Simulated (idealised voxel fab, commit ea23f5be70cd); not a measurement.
The process module that follows is named voxel self aligned vias.
Displayed cross-section: cut, width of 220 nm, square cells sized 5 nm.
Just so we're on the same page, the cross-sections are grids of square cells, and they're listed out in bands top to bottom, each band one or more rows deep. Heads up on the band format: heights come first, top then bottom, in nm. After that it's the materials left to right, each with its width in nm. A single material flagged "full width" fills the whole band edge to edge, and "air" means there's empty space there. It should be noted that heights are counted from 0, beneath which the wafer as supplied is of one material throughout, and that the lowest band possesses no lower boundary but continues downward, as written in "0 nm and below". You'd read "30->40" like this: the band's top row of cells is as wide as the first number, its bottom row is as wide as the second, and going down, every row changes width by the same amount as the row before did. Where the words "all unchanged" appear for a step, the cross-section shows no cell changed by that step; every cell remained as before. Heads up: "Fully sealed cavities" only lists the empty pockets with no open path to the top that are 8 cells or more, and it writes them as width x height at distance, distance from the left edge, in nm. Text after the settings on a step's line: the simulator's own remark on that step. Among the settings permitted on a step's line is "overlay nm"; applied to a step with a mask, it specifies the extent to which the mask lay to the right of its planned position, whereas a negative figure signifies a position to the left.
The planned process steps are enumerated hereunder:
1 RECEIVE: material Si
2 CONFORMAL_DEP: material SiO2, thk nm 15
3 CONFORMAL_DEP: material SiCN, thk nm 5
4 DIRECTIONAL_DEP: material SiO2, thk nm 30
5 PATTERN: tone open, mask id LINES, material resist, width nm 20, pitch nm 50, thk nm 15, overlay nm 0
6 DIRECTIONAL_ETCH: etch materials SiO2, depth nm 30
7 STRIP: etch materials resist
8 CONFORMAL_DEP: material TiN, thk nm 5
9 FILL_DEP: material Ru, thk nm 5
10 CMP: height nm 50
11 SELECTIVE_ETCH: etch materials W Ru TiN, depth nm 10
12 FILL_DEP: material SiN, thk nm 10
13 CMP: height nm 50
14 DIRECTIONAL_DEP: material SiO2, thk nm 20
15 DIRECTIONAL_DEP: material aC, thk nm 10
16 PATTERN: tone open, mask id VIAS, material resist, width nm 30, thk nm 30, overlay nm 0
17 DIRECTIONAL_ETCH: etch materials aC, depth nm 10
18 STRIP: etch materials resist
19 DIRECTIONAL_ETCH: etch materials SiO2, depth nm 20
20 DIRECTIONAL_ETCH: etch materials SiN, depth nm 10
21 STRIP: etch materials aC
22 CONFORMAL_DEP: material TiN, thk nm 5
23 FILL_DEP: material Ru, thk nm 5
24 CMP: height nm 70
25 CONFORMAL_DEP: material SiCN, thk nm 5
Cross-section of the incoming wafer, state after step 1:
  0 nm and below | Si full width
  Fully sealed cavities: none
Sectioned view, first of two wafers, at the close of the module, processed as intended in the plan:
  75 nm to 70 nm | SiCN full width
  70 nm to 55 nm | 70 nm SiO2, 5 nm TiN, 20 nm Ru, 5 nm TiN, 120 nm SiO2
  55 nm to 50 nm | 70 nm SiO2, 10 nm TiN, 10 nm Ru, 10 nm TiN, 120 nm SiO2
  50 nm to 45 nm | 75 nm SiO2, 5 nm TiN, 10 nm Ru, 5 nm TiN, 30 nm SiO2, 20 nm SiN, 75 nm SiO2
  45 nm to 40 nm | 75 nm SiO2, 20 nm TiN, 30 nm SiO2, 20 nm SiN, 75 nm SiO2
  40 nm to 25 nm | 75 nm SiO2, 5 nm TiN, 10 nm Ru, 5 nm TiN, 30 nm SiO2, 5 nm TiN, 10 nm Ru, 5 nm TiN, 75 nm SiO2
  25 nm to 20 nm | 75 nm SiO2, 20 nm TiN, 30 nm SiO2, 20 nm TiN, 75 nm SiO2
  20 nm to 15 nm | SiCN full width
  15 nm to 0 nm | SiO2 full width
  0 nm and below | Si full width
  Fully sealed cavities: none
Wafer two cross-section, module end. Start and plan unchanged from wafer one; one mistake made during the run:
  75 nm to 70 nm | SiCN full width
  70 nm to 55 nm | 70 nm SiO2, 5 nm TiN, 20 nm Ru, 5 nm TiN, 120 nm SiO2
  55 nm to 50 nm | 70 nm SiO2, 20 nm TiN, 5 nm Ru, 5 nm TiN, 120 nm SiO2
  50 nm to 45 nm | 85 nm SiO2, 5 nm TiN, 5 nm Ru, 5 nm TiN, 5 nm SiN, 30 nm SiO2, 20 nm SiN, 65 nm SiO2
  45 nm to 40 nm | 85 nm SiO2, 15 nm TiN, 5 nm SiN, 30 nm SiO2, 20 nm SiN, 65 nm SiO2
  40 nm to 25 nm | 85 nm SiO2, 5 nm TiN, 10 nm Ru, 5 nm TiN, 30 nm SiO2, 5 nm TiN, 10 nm Ru, 5 nm TiN, 65 nm SiO2
  25 nm to 20 nm | 85 nm SiO2, 20 nm TiN, 30 nm SiO2, 20 nm TiN, 65 nm SiO2
  20 nm to 15 nm | SiCN full width
  15 nm to 0 nm | SiO2 full width
  0 nm and below | Si full width
  Fully sealed cavities: none
So what did we get wrong on this run? off-plan run, step 5, actual operation and settings PATTERN: tone open, mask id LINES, material resist, width nm 20, pitch nm 50, thk nm 15, overlay nm 10
Wrapping up, a cell-based count of both wafers puts the second over or under the first for these materials: 2 fewer of Ru, 2 more of SiN
